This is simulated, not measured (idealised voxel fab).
Name of the process module below: voxel self aligned vias
The figure presents cross-section cut, which has a width of 300 nm and is divided into square cells with an edge length of 5 nm.
Heads up, the way a cross-section reads in here is a grid of square cells, handed over as bands from the top down, with every band being one or more rows of cells.
It is stipulated that each band's entry specify, in nanometres, the height of the top of the band and then that of its bottom, followed by the materials of the band in left-to-right sequence, each together with its width in nanometres. A single material marked by the word "edge to edge" is understood to fill the band from edge to edge; the word "blank" is understood to denote empty space.
It should be noted that heights are counted from 0, beneath which the wafer as supplied is of one material throughout, and that the lowest band possesses no lower boundary but continues downward, as written in "z 0 and below".
A width such as "30..40" changes by the same amount from each row of cells to the next, from the band's top row to its bottom row.
Step note "no change occurred" = no cross-section cell changed.
Enclosed voids (no open way to top), threshold 8 cells or more, entry "Enclosed empty spaces", notation width x height at distance, distance from left edge, nm.
What comes after the settings on a step's line is commentary from the simulator itself on that step.
For masked steps, "overlay nm" on the step line gives how far right of plan the mask actually lay; a minus sign means it lay to the left.
If you're wondering how to read the rest of this, here's the deal. It's pairs of cross-sections: one from before a process step, one from after it. The after one is only drawn as far down as the lowest band that changed. Right under each pair you'll see which step sits between them and what its settings were. Don't read the pairs as one continuous story, though. They can come from different runs of this module on the same starting wafer, and a pair only carries on from the one above it where its entry headed "Structure before processing" says so.
Structure before processing
> z 70 to 50 = resist 115  blank 15  resist 35  blank 15  resist 120
> z 50 to 35 = aC 115  blank 15  aC 35  blank 15  aC 120
> z 35 to 15 = lowk edge to edge
> z 15 to 10 = SiCN edge to edge
> z 10 to 0 = SiO2 edge to edge
> z 0 and below = Si edge to edge
> Enclosed empty spaces: none
Cross-Section After Step
> z 50 to 35 = aC 115  blank 15  aC 35  blank 15  aC 120
> All layers under 35 are left as they were.
> Enclosed empty spaces: none
Quick note on the step between the two cross-sections above: STRIP [etch materials resist]
Structure before processing: after-state, pair directly above.
Cross-Section After Step
> z 50 to 35 = aC 115  blank 15  aC 35  blank 15  aC 120
> z 35 to 15 = lowk 115  blank 15  lowk 35  blank 15  lowk 120
> All layers under 15 are left as they were.
> Enclosed empty spaces: none
Quick note on the step between the two cross-sections above: DIRECTIONAL_ETCH [etch materials lowk] [depth nm 20]
Structure before processing: after-state, pair directly above.
Cross-Section After Step
> z 35 to 15 = lowk 115  blank 15  lowk 35  blank 15  lowk 120
> All layers under 15 are left as they were.
> Enclosed empty spaces: none
Quick note on the step between the two cross-sections above: STRIP [etch materials aC]
Structure before processing: after-state, pair directly above.
Cross-Section After Step
> z 40 to 35 = TiN 120  blank 5  TiN 45  blank 5  TiN 125
> z 35 to 20 = lowk 115  TiN 5  blank 5  TiN 5  lowk 35  TiN 5  blank 5  TiN 5  lowk 120
> z 20 to 15 = lowk 115  TiN 15  lowk 35  TiN 15  lowk 120
> All layers under 15 are left as they were.
> Enclosed empty spaces: none
Quick note on the step between the two cross-sections above: CONFORMAL_DEP [material TiN] [thk nm 5]
Structure before processing: after-state, pair directly above.
Cross-Section After Step
> z 45 to 40 = W edge to edge
> z 40 to 35 = TiN 120  W 5  TiN 45  W 5  TiN 125
> z 35 to 20 = lowk 115  TiN 5  W 5  TiN 5  lowk 35  TiN 5  W 5  TiN 5  lowk 120
> All layers under 20 are left as they were.
> Enclosed empty spaces: none
Quick note on the step between the two cross-sections above: FILL_DEP [material W] [thk nm 5]
Structure before processing: after-state, pair directly above.
Cross-Section After Step
> z 35 to 20 = lowk 115  TiN 5  W 5  TiN 5  lowk 35  TiN 5  W 5  TiN 5  lowk 120
> All layers under 20 are left as they were.
> Enclosed empty spaces: none
Quick note on the step between the two cross-sections above: CMP [height nm 35]
Structure before processing: after-state, pair directly above.
Cross-Section After Step
> z 35 to 30 = lowk 115  blank 15  lowk 35  blank 15  lowk 120
> All layers under 30 are left as they were.
> Enclosed empty spaces: none
Quick note on the step between the two cross-sections above: SELECTIVE_ETCH [etch materials W Ru TiN] [depth nm 5]
Structure before processing: after-state, pair directly above.
Cross-Section After Step
> z 40 to 35 = SiN edge to edge
> z 35 to 30 = lowk 115  SiN 15  lowk 35  SiN 15  lowk 120
> All layers under 30 are left as they were.
> Enclosed empty spaces: none
Quick note on the step between the two cross-sections above: FILL_DEP [material SiN] [thk nm 5]
Structure before processing: after-state, pair directly above.
Cross-Section After Step
> z 35 to 30 = lowk 115  SiN 15  lowk 35  SiN 15  lowk 120
> All layers under 30 are left as they were.
> Enclosed empty spaces: none
Quick note on the step between the two cross-sections above: CMP [height nm 35]
Structure before processing: after-state, pair directly above.
Cross-Section After Step
> z 50 to 35 = lowk edge to edge
> All layers under 35 are left as they were.
> Enclosed empty spaces: none
Quick note on the step between the two cross-sections above: DIRECTIONAL_DEP [material lowk] [thk nm 15]
Structure before processing: after-state, pair directly above.
Cross-Section After Step
> z 60 to 50 = aC edge to edge
> All layers under 50 are left as they were.
> Enclosed empty spaces: none
Quick note on the step between the two cross-sections above: DIRECTIONAL_DEP [material aC] [thk nm 10]
Structure before processing: after-state, pair directly above.
Cross-Section After Step
> z 90 to 60 = resist 105  blank 35  resist 160
> All layers under 60 are left as they were.
> Enclosed empty spaces: none
Quick note on the step between the two cross-sections above: PATTERN [tone open] [mask id VIAS] [material resist] [width nm 35] [thk nm 30] [overlay nm 0]
Structure before processing: after-state, pair directly above.
Cross-Section After Step
> z 80 to 60 = resist 105  blank 35  resist 160
> z 60 to 50 = aC 105  blank 35  aC 160
> All layers under 50 are left as they were.
> Enclosed empty spaces: none
Quick note on the step between the two cross-sections above: DIRECTIONAL_ETCH [etch materials aC] [depth nm 10]
Structure before processing: after-state, pair directly above.
Cross-Section After Step
> z 60 to 50 = aC 105  blank 35  aC 160
> All layers under 50 are left as they were.
> Enclosed empty spaces: none
Quick note on the step between the two cross-sections above: STRIP [etch materials resist]
Structure before processing: after-state, pair directly above.
Cross-Section After Step
> z 60 to 50 = aC 105  blank 35  aC 160
> z 50 to 35 = lowk 105  blank 35  lowk 160
> All layers under 35 are left as they were.
> Enclosed empty spaces: none
Quick note on the step between the two cross-sections above: DIRECTIONAL_ETCH [etch materials lowk] [depth nm 15]
Structure before processing: after-state, pair directly above.
Cross-Section After Step
> z 60 to 50 = aC 105  blank 35  aC 160
> z 50 to 35 = lowk 105  blank 35  lowk 160
> z 35 to 30 = lowk 115  blank 15  lowk 35  SiN 15  lowk 120
> All layers under 30 are left as they were.
> Enclosed empty spaces: none
Quick note on the step between the two cross-sections above: DIRECTIONAL_ETCH [etch materials SiN] [depth nm 5]
Structure before processing: after-state, pair directly above.
Cross-Section After Step
> z 50 to 35 = lowk 105  blank 35  lowk 160
> All layers under 35 are left as they were.
> Enclosed empty spaces: none
Quick note on the step between the two cross-sections above: STRIP [etch materials aC]
Structure before processing: after-state, pair directly above.
Cross-Section After Step
> z 55 to 50 = TiN 110  blank 25  TiN 165
> z 50 to 40 = lowk 105  TiN 5  blank 25  TiN 5  lowk 160
> z 40 to 35 = lowk 105  TiN 15  blank 5  TiN 15  lowk 160
> z 35 to 30 = lowk 115  TiN 15  lowk 35  SiN 15  lowk 120
> All layers under 30 are left as they were.
> Enclosed empty spaces: none
Quick note on the step between the two cross-sections above: CONFORMAL_DEP [material TiN] [thk nm 5]
Structure before processing: after-state, pair directly above.
Cross-Section After Step
> z 60 to 55 = Cu edge to edge
> z 55 to 50 = TiN 110  Cu 25  TiN 165
> z 50 to 40 = lowk 105  TiN 5  Cu 25  TiN 5  lowk 160
> z 40 to 35 = lowk 105  TiN 15  Cu 5  TiN 15  lowk 160
> All layers under 35 are left as they were.
> Enclosed empty spaces: none
Quick note on the step between the two cross-sections above: FILL_DEP [material Cu] [thk nm 5]
Structure before processing: after-state, pair directly above.
Cross-Section After Step
> z 50 to 40 = lowk 105  TiN 5  Cu 25  TiN 5  lowk 160
> All layers under 40 are left as they were.
> Enclosed empty spaces: none
Quick note on the step between the two cross-sections above: CMP [height nm 50]
Structure before processing: after-state, pair directly above.
Cross-Section After Step
> z 55 to 50 = SiN edge to edge
> All layers under 50 are left as they were.
> Enclosed empty spaces: none
Quick note on the step between the two cross-sections above: CONFORMAL_DEP [material SiN] [thk nm 5]
Structure before processing
> z 50 to 35 = aC edge to edge
> z 35 to 15 = lowk edge to edge
> z 15 to 10 = SiCN edge to edge
> z 10 to 0 = SiO2 edge to edge
> z 0 and below = Si edge to edge
> Enclosed empty spaces: none
Cross-Section After Step
> z 85 to 50 = resist 105  blank 25  resist 25  blank 25  resist 120
> All layers under 50 are left as they were.
> Enclosed empty spaces: none
Quick note on the step between the two cross-sections above: PATTERN [tone open] [mask id LINES] [material resist] [width nm 25] [pitch nm 50] [thk nm 35] [overlay nm -5]
Structure before processing: after-state, pair directly above.
Cross-Section After Step
> z 70 to 50 = resist 105  blank 25  resist 25  blank 25  resist 120
> z 50 to 35 = aC 105  blank 25  aC 25  blank 25  aC 120
> All layers under 35 are left as they were.
> Enclosed empty spaces: none
Quick note on the step between the two cross-sections above: DIRECTIONAL_ETCH [etch materials aC] [depth nm 15]
Structure before processing: after-state, pair directly above.
Cross-Section After Step
> z 50 to 35 = aC 105  blank 25  aC 25  blank 25  aC 120
> All layers under 35 are left as they were.
> Enclosed empty spaces: none
Quick note on the step between the two cross-sections above: STRIP [etch materials resist]
Structure before processing: after-state, pair directly above.
Cross-Section After Step
> z 50 to 35 = aC 105  blank 25  aC 25  blank 25  aC 120
> z 35 to 15 = lowk 105  blank 25  lowk 25  blank 25  lowk 120
> All layers under 15 are left as they were.
> Enclosed empty spaces: none
Quick note on the step between the two cross-sections above: DIRECTIONAL_ETCH [etch materials lowk] [depth nm 20]
Structure before processing: after-state, pair directly above.
Cross-Section After Step
> z 35 to 15 = lowk 105  blank 25  lowk 25  blank 25  lowk 120
> All layers under 15 are left as they were.
> Enclosed empty spaces: none
Quick note on the step between the two cross-sections above: STRIP [etch materials aC]
Structure before processing: after-state, pair directly above.
Cross-Section After Step
> z 40 to 35 = TiN 110  blank 15  TiN 35  blank 15  TiN 125
> z 35 to 20 = lowk 105  TiN 5  blank 15  TiN 5  lowk 25  TiN 5  blank 15  TiN 5  lowk 120
> z 20 to 15 = lowk 105  TiN 25  lowk 25  TiN 25  lowk 120
> All layers under 15 are left as they were.
> Enclosed empty spaces: none
Quick note on the step between the two cross-sections above: CONFORMAL_DEP [material TiN] [thk nm 5]
Structure before processing: after-state, pair directly above.
Cross-Section After Step
> z 45 to 40 = W edge to edge
> z 40 to 35 = TiN 110  W 15  TiN 35  W 15  TiN 125
> z 35 to 20 = lowk 105  TiN 5  W 15  TiN 5  lowk 25  TiN 5  W 15  TiN 5  lowk 120
> All layers under 20 are left as they were.
> Enclosed empty spaces: none
Quick note on the step between the two cross-sections above: FILL_DEP [material W] [thk nm 5]
Structure before processing: after-state, pair directly above.
Cross-Section After Step
> z 35 to 20 = lowk 105  TiN 5  W 15  TiN 5  lowk 25  TiN 5  W 15  TiN 5  lowk 120
> All layers under 20 are left as they were.
> Enclosed empty spaces: none
Quick note on the step between the two cross-sections above: CMP [height nm 35]
Structure before processing: after-state, pair directly above.
Cross-Section After Step
> z 35 to 30 = lowk 105  blank 25  lowk 25  blank 25  lowk 120
> All layers under 30 are left as they were.
> Enclosed empty spaces: none
Quick note on the step between the two cross-sections above: SELECTIVE_ETCH [etch materials W Ru TiN] [depth nm 5]
Structure before processing: after-state, pair directly above.
Cross-Section After Step
> z 40 to 35 = SiN edge to edge
> z 35 to 30 = lowk 105  SiN 25  lowk 25  SiN 25  lowk 120
> All layers under 30 are left as they were.
> Enclosed empty spaces: none
Quick note on the step between the two cross-sections above: FILL_DEP [material SiN] [thk nm 5]
Structure before processing: after-state, pair directly above.
Cross-Section After Step
> z 35 to 30 = lowk 105  SiN 25  lowk 25  SiN 25  lowk 120
> All layers under 30 are left as they were.
> Enclosed empty spaces: none
Quick note on the step between the two cross-sections above: CMP [height nm 35]
Structure before processing: after-state, pair directly above.
Cross-Section After Step
> z 50 to 35 = lowk edge to edge
> All layers under 35 are left as they were.
> Enclosed empty spaces: none
Quick note on the step between the two cross-sections above: DIRECTIONAL_DEP [material lowk] [thk nm 15]
Structure before processing: after-state, pair directly above.
Cross-Section After Step
> z 60 to 50 = aC edge to edge
> All layers under 50 are left as they were.
> Enclosed empty spaces: none
Quick note on the step between the two cross-sections above: DIRECTIONAL_DEP [material aC] [thk nm 10]
Structure before processing: after-state, pair directly above.
Cross-Section After Step
> z 90 to 60 = resist 105  blank 35  resist 160
> All layers under 60 are left as they were.
> Enclosed empty spaces: none
Quick note on the step between the two cross-sections above: PATTERN [tone open] [mask id VIAS] [material resist] [width nm 35] [thk nm 30] [overlay nm 0]
Structure before processing: after-state, pair directly above.
Cross-Section After Step
> z 80 to 60 = resist 105  blank 35  resist 160
> z 60 to 50 = aC 105  blank 35  aC 160
> All layers under 50 are left as they were.
> Enclosed empty spaces: none
Quick note on the step between the two cross-sections above: DIRECTIONAL_ETCH [etch materials aC] [depth nm 10]
Structure before processing: after-state, pair directly above.
Cross-Section After Step
> z 60 to 50 = aC 105  blank 35  aC 160
> All layers under 50 are left as they were.
> Enclosed empty spaces: none
Quick note on the step between the two cross-sections above: STRIP [etch materials resist]
Structure before processing: after-state, pair directly above.
Cross-Section After Step
> z 60 to 50 = aC 105  blank 35  aC 160
> z 50 to 35 = lowk 105  blank 35  lowk 160
> All layers under 35 are left as they were.
> Enclosed empty spaces: none
Quick note on the step between the two cross-sections above: DIRECTIONAL_ETCH [etch materials lowk] [depth nm 15]
Structure before processing: after-state, pair directly above.
Cross-Section After Step
> z 60 to 50 = aC 105  blank 35  aC 160
> z 50 to 35 = lowk 105  blank 35  lowk 160
> z 35 to 30 = lowk 105  blank 25  lowk 25  SiN 25  lowk 120
> All layers under 30 are left as they were.
> Enclosed empty spaces: none
Quick note on the step between the two cross-sections above: DIRECTIONAL_ETCH [etch materials SiN] [depth nm 5]
Structure before processing: after-state, pair directly above.
Cross-Section After Step
> z 50 to 35 = lowk 105  blank 35  lowk 160
> All layers under 35 are left as they were.
> Enclosed empty spaces: none
Quick note on the step between the two cross-sections above: STRIP [etch materials aC]
Structure before processing: after-state, pair directly above.
Cross-Section After Step
> z 55 to 50 = TiN 110  blank 25  TiN 165
> z 50 to 40 = lowk 105  TiN 5  blank 25  TiN 5  lowk 160
> z 40 to 35 = lowk 105  TiN 5  blank 15  TiN 15  lowk 160
> z 35 to 30 = lowk 105  TiN 25  lowk 25  SiN 25  lowk 120
> All layers under 30 are left as they were.
> Enclosed empty spaces: none
Quick note on the step between the two cross-sections above: CONFORMAL_DEP [material TiN] [thk nm 5]
Structure before processing: after-state, pair directly above.
Cross-Section After Step
> z 60 to 55 = Cu edge to edge
> z 55 to 50 = TiN 110  Cu 25  TiN 165
> z 50 to 40 = lowk 105  TiN 5  Cu 25  TiN 5  lowk 160
> z 40 to 35 = lowk 105  TiN 5  Cu 15  TiN 15  lowk 160
> All layers under 35 are left as they were.
> Enclosed empty spaces: none
Quick note on the step between the two cross-sections above: FILL_DEP [material Cu] [thk nm 5]
Structure before processing: after-state, pair directly above.
Cross-Section After Step
> z 50 to 40 = lowk 105  TiN 5  Cu 25  TiN 5  lowk 160
> All layers under 40 are left as they were.
> Enclosed empty spaces: none
Quick note on the step between the two cross-sections above: CMP [height nm 50]
Structure before processing: after-state, pair directly above.
Cross-Section After Step
> z 55 to 50 = SiN edge to edge
> All layers under 50 are left as they were.
> Enclosed empty spaces: none
Quick note on the step between the two cross-sections above: CONFORMAL_DEP [material SiN] [thk nm 5]
Structure before processing
> z 35 to 15 = lowk 110  blank 25  lowk 25  blank 25  lowk 115
> z 15 to 10 = SiCN edge to edge
> z 10 to 0 = SiO2 edge to edge
> z 0 and below = Si edge to edge
> Enclosed empty spaces: none
Cross-Section After Step
> z 40 to 35 = SiN 115  blank 15  SiN 35  blank 15  SiN 120
> z 35 to 20 = lowk 110  SiN 5  blank 15  SiN 5  lowk 25  SiN 5  blank 15  SiN 5  lowk 115
> z 20 to 15 = lowk 110  SiN 25  lowk 25  SiN 25  lowk 115
> All layers under 15 are left as they were.
> Enclosed empty spaces: none
Quick note on the step between the two cross-sections above: CONFORMAL_DEP [material SiN] [thk nm 5]
Structure before processing: after-state, pair directly above.
Cross-Section After Step
> z 45 to 40 = W edge to edge
> z 40 to 35 = SiN 115  W 15  SiN 35  W 15  SiN 120
> z 35 to 20 = lowk 110  SiN 5  W 15  SiN 5  lowk 25  SiN 5  W 15  SiN 5  lowk 115
> All layers under 20 are left as they were.
> Enclosed empty spaces: none
Quick note on the step between the two cross-sections above: FILL_DEP [material W] [thk nm 5]
Structure before processing: after-state, pair directly above.
Cross-Section After Step
> z 35 to 20 = lowk 110  SiN 5  W 15  SiN 5  lowk 25  SiN 5  W 15  SiN 5  lowk 115
> All layers under 20 are left as they were.
> Enclosed empty spaces: none
Quick note on the step between the two cross-sections above: CMP [height nm 35]
Structure before processing: after-state, pair directly above.
Cross-Section After Step
> z 35 to 30 = lowk 110  SiN 5  blank 15  SiN 5  lowk 25  SiN 5  blank 15  SiN 5  lowk 115
> All layers under 30 are left as they were.
> Enclosed empty spaces: none
Quick note on the step between the two cross-sections above: SELECTIVE_ETCH [etch materials W Ru TiN] [depth nm 5]
Structure before processing: after-state, pair directly above.
Cross-Section After Step
> z 40 to 35 = SiN edge to edge
> z 35 to 30 = lowk 110  SiN 25  lowk 25  SiN 25  lowk 115
> All layers under 30 are left as they were.
> Enclosed empty spaces: none
Quick note on the step between the two cross-sections above: FILL_DEP [material SiN] [thk nm 5]
Structure before processing: after-state, pair directly above.
Cross-Section After Step
> z 35 to 30 = lowk 110  SiN 25  lowk 25  SiN 25  lowk 115
> All layers under 30 are left as they were.
> Enclosed empty spaces: none
Quick note on the step between the two cross-sections above: CMP [height nm 35]
Structure before processing: after-state, pair directly above.
Cross-Section After Step
> z 50 to 35 = lowk edge to edge
> All layers under 35 are left as they were.
> Enclosed empty spaces: none
Quick note on the step between the two cross-sections above: DIRECTIONAL_DEP [material lowk] [thk nm 15]
Structure before processing: after-state, pair directly above.
Cross-Section After Step
> z 60 to 50 = aC edge to edge
> All layers under 50 are left as they were.
> Enclosed empty spaces: none
Quick note on the step between the two cross-sections above: DIRECTIONAL_DEP [material aC] [thk nm 10]
Structure before processing: after-state, pair directly above.
Cross-Section After Step
> z 90 to 60 = resist 105  blank 35  resist 160
> All layers under 60 are left as they were.
> Enclosed empty spaces: none
Quick note on the step between the two cross-sections above: PATTERN [tone open] [mask id VIAS] [material resist] [width nm 35] [thk nm 30] [overlay nm 0]
Structure before processing: after-state, pair directly above.
Cross-Section After Step
> z 80 to 60 = resist 105  blank 35  resist 160
> z 60 to 50 = aC 105  blank 35  aC 160
> All layers under 50 are left as they were.
> Enclosed empty spaces: none
Quick note on the step between the two cross-sections above: DIRECTIONAL_ETCH [etch materials aC] [depth nm 10]
Structure before processing: after-state, pair directly above.
Cross-Section After Step
> z 60 to 50 = aC 105  blank 35  aC 160
> All layers under 50 are left as they were.
> Enclosed empty spaces: none
Quick note on the step between the two cross-sections above: STRIP [etch materials resist]
Structure before processing: after-state, pair directly above.
Cross-Section After Step
> z 60 to 50 = aC 105  blank 35  aC 160
> z 50 to 35 = lowk 105  blank 35  lowk 160
> All layers under 35 are left as they were.
> Enclosed empty spaces: none
Quick note on the step between the two cross-sections above: DIRECTIONAL_ETCH [etch materials lowk] [depth nm 15]
Structure before processing: after-state, pair directly above.
Cross-Section After Step
> z 60 to 50 = aC 105  blank 35  aC 160
> z 50 to 35 = lowk 105  blank 35  lowk 160
> z 35 to 30 = lowk 110  blank 25  lowk 25  SiN 25  lowk 115
> All layers under 30 are left as they were.
> Enclosed empty spaces: none
Quick note on the step between the two cross-sections above: DIRECTIONAL_ETCH [etch materials SiN] [depth nm 5]
Structure before processing: after-state, pair directly above.
Cross-Section After Step
> z 50 to 35 = lowk 105  blank 35  lowk 160
> All layers under 35 are left as they were.
> Enclosed empty spaces: none
Quick note on the step between the two cross-sections above: STRIP [etch materials aC]
Structure before processing: after-state, pair directly above.
Cross-Section After Step
> z 55 to 50 = TiN 110  blank 25  TiN 165
> z 50 to 40 = lowk 105  TiN 5  blank 25  TiN 5  lowk 160
> z 40 to 35 = lowk 105  TiN 10  blank 15  TiN 10  lowk 160
> z 35 to 30 = lowk 110  TiN 25  lowk 25  SiN 25  lowk 115
> All layers under 30 are left as they were.
> Enclosed empty spaces: none
Quick note on the step between the two cross-sections above: CONFORMAL_DEP [material TiN] [thk nm 5]
Structure before processing: after-state, pair directly above.
Cross-Section After Step
> z 60 to 55 = Cu edge to edge
> z 55 to 50 = TiN 110  Cu 25  TiN 165
> z 50 to 40 = lowk 105  TiN 5  Cu 25  TiN 5  lowk 160
> z 40 to 35 = lowk 105  TiN 10  Cu 15  TiN 10  lowk 160
> All layers under 35 are left as they were.
> Enclosed empty spaces: none
Quick note on the step between the two cross-sections above: FILL_DEP [material Cu] [thk nm 5]
Structure before processing: after-state, pair directly above.
Cross-Section After Step
> z 50 to 40 = lowk 105  TiN 5  Cu 25  TiN 5  lowk 160
> All layers under 40 are left as they were.
> Enclosed empty spaces: none
Quick note on the step between the two cross-sections above: CMP [height nm 50]
Structure before processing: after-state, pair directly above.
Cross-Section After Step
> z 55 to 50 = SiN edge to edge
> All layers under 50 are left as they were.
> Enclosed empty spaces: none
Quick note on the step between the two cross-sections above: CONFORMAL_DEP [material SiN] [thk nm 5]
Structure before processing
> z 50 to 35 = aC edge to edge
> z 35 to 15 = lowk edge to edge
> z 15 to 10 = SiCN edge to edge
> z 10 to 0 = SiO2 edge to edge
> z 0 and below = Si edge to edge
> Enclosed empty spaces: none
Cross-Section After Step
> z 85 to 50 = blank 110  resist 25  blank 25  resist 25  blank 115
> All layers under 50 are left as they were.
> Enclosed empty spaces: none
Quick note on the step between the two cross-sections above: PATTERN [tone cover] [mask id LINES] [material resist] [width nm 25] [pitch nm 50] [thk nm 35] [overlay nm 0]
Structure before processing: after-state, pair directly above.
Cross-Section After Step
> z 70 to 50 = blank 110  resist 25  blank 25  resist 25  blank 115
> z 50 to 35 = blank 110  aC 25  blank 25  aC 25  blank 115
> All layers under 35 are left as they were.
> Enclosed empty spaces: none
Quick note on the step between the two cross-sections above: DIRECTIONAL_ETCH [etch materials aC] [depth nm 15]
Structure before processing: after-state, pair directly above.
Cross-Section After Step
> z 50 to 35 = blank 110  aC 25  blank 25  aC 25  blank 115
> All layers under 35 are left as they were.
> Enclosed empty spaces: none
Quick note on the step between the two cross-sections above: STRIP [etch materials resist]
Structure before processing: after-state, pair directly above.
Cross-Section After Step
> z 50 to 35 = blank 110  aC 25  blank 25  aC 25  blank 115
> z 35 to 15 = blank 110  lowk 25  blank 25  lowk 25  blank 115
> All layers under 15 are left as they were.
> Enclosed empty spaces: none
Quick note on the step between the two cross-sections above: DIRECTIONAL_ETCH [etch materials lowk] [depth nm 20]
Structure before processing: after-state, pair directly above.
Cross-Section After Step
> z 35 to 15 = blank 110  lowk 25  blank 25  lowk 25  blank 115
> All layers under 15 are left as they were.
> Enclosed empty spaces: none
Quick note on the step between the two cross-sections above: STRIP [etch materials aC]
Structure before processing: after-state, pair directly above.
Cross-Section After Step
> z 40 to 35 = blank 105  TiN 35  blank 15  TiN 35  blank 110
> z 35 to 20 = blank 105  TiN 5  lowk 25  TiN 5  blank 15  TiN 5  lowk 25  TiN 5  blank 110
> z 20 to 15 = TiN 110  lowk 25  TiN 25  lowk 25  TiN 115
> All layers under 15 are left as they were.
> Enclosed empty spaces: none
Quick note on the step between the two cross-sections above: CONFORMAL_DEP [material TiN] [thk nm 5]
Structure before processing: after-state, pair directly above.
Cross-Section After Step
> z 45 to 40 = W edge to edge
> z 40 to 35 = W 105  TiN 35  W 15  TiN 35  W 110
> z 35 to 20 = W 105  TiN 5  lowk 25  TiN 5  W 15  TiN 5  lowk 25  TiN 5  W 110
> All layers under 20 are left as they were.
> Enclosed empty spaces: none
Quick note on the step between the two cross-sections above: FILL_DEP [material W] [thk nm 5]
Structure before processing: after-state, pair directly above.
Cross-Section After Step
> z 35 to 20 = W 105  TiN 5  lowk 25  TiN 5  W 15  TiN 5  lowk 25  TiN 5  W 110
> All layers under 20 are left as they were.
> Enclosed empty spaces: none
Quick note on the step between the two cross-sections above: CMP [height nm 35]
Structure before processing: after-state, pair directly above.
Cross-Section After Step
> z 35 to 30 = blank 110  lowk 25  blank 25  lowk 25  blank 115
> All layers under 30 are left as they were.
> Enclosed empty spaces: none
Quick note on the step between the two cross-sections above: SELECTIVE_ETCH [etch materials W Ru TiN] [depth nm 5]
Structure before processing: after-state, pair directly above.
Cross-Section After Step
> z 40 to 35 = SiN edge to edge
> z 35 to 30 = SiN 110  lowk 25  SiN 25  lowk 25  SiN 115
> All layers under 30 are left as they were.
> Enclosed empty spaces: none
Quick note on the step between the two cross-sections above: FILL_DEP [material SiN] [thk nm 5]
Structure before processing: after-state, pair directly above.
Cross-Section After Step
> z 35 to 30 = SiN 110  lowk 25  SiN 25  lowk 25  SiN 115
> All layers under 30 are left as they were.
> Enclosed empty spaces: none
Quick note on the step between the two cross-sections above: CMP [height nm 35]
Structure before processing: after-state, pair directly above.
Cross-Section After Step
> z 50 to 35 = lowk edge to edge
> All layers under 35 are left as they were.
> Enclosed empty spaces: none
Quick note on the step between the two cross-sections above: DIRECTIONAL_DEP [material lowk] [thk nm 15]
Structure before processing: after-state, pair directly above.
Cross-Section After Step
> z 60 to 50 = aC edge to edge
> All layers under 50 are left as they were.
> Enclosed empty spaces: none
Quick note on the step between the two cross-sections above: DIRECTIONAL_DEP [material aC] [thk nm 10]
Structure before processing: after-state, pair directly above.
Cross-Section After Step
> z 90 to 60 = resist 105  blank 35  resist 160
> All layers under 60 are left as they were.
> Enclosed empty spaces: none
Quick note on the step between the two cross-sections above: PATTERN [tone open] [mask id VIAS] [material resist] [width nm 35] [thk nm 30] [overlay nm 0]
Structure before processing: after-state, pair directly above.
Cross-Section After Step
> z 80 to 60 = resist 105  blank 35  resist 160
> z 60 to 50 = aC 105  blank 35  aC 160
> All layers under 50 are left as they were.
> Enclosed empty spaces: none
Quick note on the step between the two cross-sections above: DIRECTIONAL_ETCH [etch materials aC] [depth nm 10]
Structure before processing: after-state, pair directly above.
Cross-Section After Step
> z 60 to 50 = aC 105  blank 35  aC 160
> All layers under 50 are left as they were.
> Enclosed empty spaces: none
Quick note on the step between the two cross-sections above: STRIP [etch materials resist]
Structure before processing: after-state, pair directly above.
Cross-Section After Step
> z 60 to 50 = aC 105  blank 35  aC 160
> z 50 to 35 = lowk 105  blank 35  lowk 160
> All layers under 35 are left as they were.
> Enclosed empty spaces: none
Quick note on the step between the two cross-sections above: DIRECTIONAL_ETCH [etch materials lowk] [depth nm 15]
Structure before processing: after-state, pair directly above.
Cross-Section After Step
> z 60 to 50 = aC 105  blank 35  aC 160
> z 50 to 35 = lowk 105  blank 35  lowk 160
> z 35 to 30 = SiN 105  blank 5  lowk 25  blank 5  SiN 20  lowk 25  SiN 115
> All layers under 30 are left as they were.
> Enclosed empty spaces: none
Quick note on the step between the two cross-sections above: DIRECTIONAL_ETCH [etch materials SiN] [depth nm 5]
Structure before processing: after-state, pair directly above.
Cross-Section After Step
> z 50 to 35 = lowk 105  blank 35  lowk 160
> All layers under 35 are left as they were.
> Enclosed empty spaces: none
Quick note on the step between the two cross-sections above: STRIP [etch materials aC]
Structure before processing: after-state, pair directly above.
Cross-Section After Step
> z 55 to 50 = TiN 110  blank 25  TiN 165
> z 50 to 40 = lowk 105  TiN 5  blank 25  TiN 5  lowk 160
> z 40 to 35 = lowk 105  TiN 35  lowk 160
> z 35 to 30 = SiN 105  TiN 5  lowk 25  TiN 5  SiN 20  lowk 25  SiN 115
> All layers under 30 are left as they were.
> Enclosed empty spaces: none
Quick note on the step between the two cross-sections above: CONFORMAL_DEP [material TiN] [thk nm 5]
Structure before processing: after-state, pair directly above.
Cross-Section After Step
> z 60 to 55 = Cu edge to edge
> z 55 to 50 = TiN 110  Cu 25  TiN 165
> z 50 to 40 = lowk 105  TiN 5  Cu 25  TiN 5  lowk 160
> All layers under 40 are left as they were.
> Enclosed empty spaces: none
Quick note on the step between the two cross-sections above: FILL_DEP [material Cu] [thk nm 5]
Structure before processing: after-state, pair directly above.
Cross-Section After Step
> z 50 to 40 = lowk 105  TiN 5  Cu 25  TiN 5  lowk 160
> All layers under 40 are left as they were.
> Enclosed empty spaces: none
Quick note on the step between the two cross-sections above: CMP [height nm 50]
Structure before processing: after-state, pair directly above.
Cross-Section After Step
> z 55 to 50 = SiN edge to edge
> All layers under 50 are left as they were.
> Enclosed empty spaces: none
Quick note on the step between the two cross-sections above: CONFORMAL_DEP [material SiN] [thk nm 5]
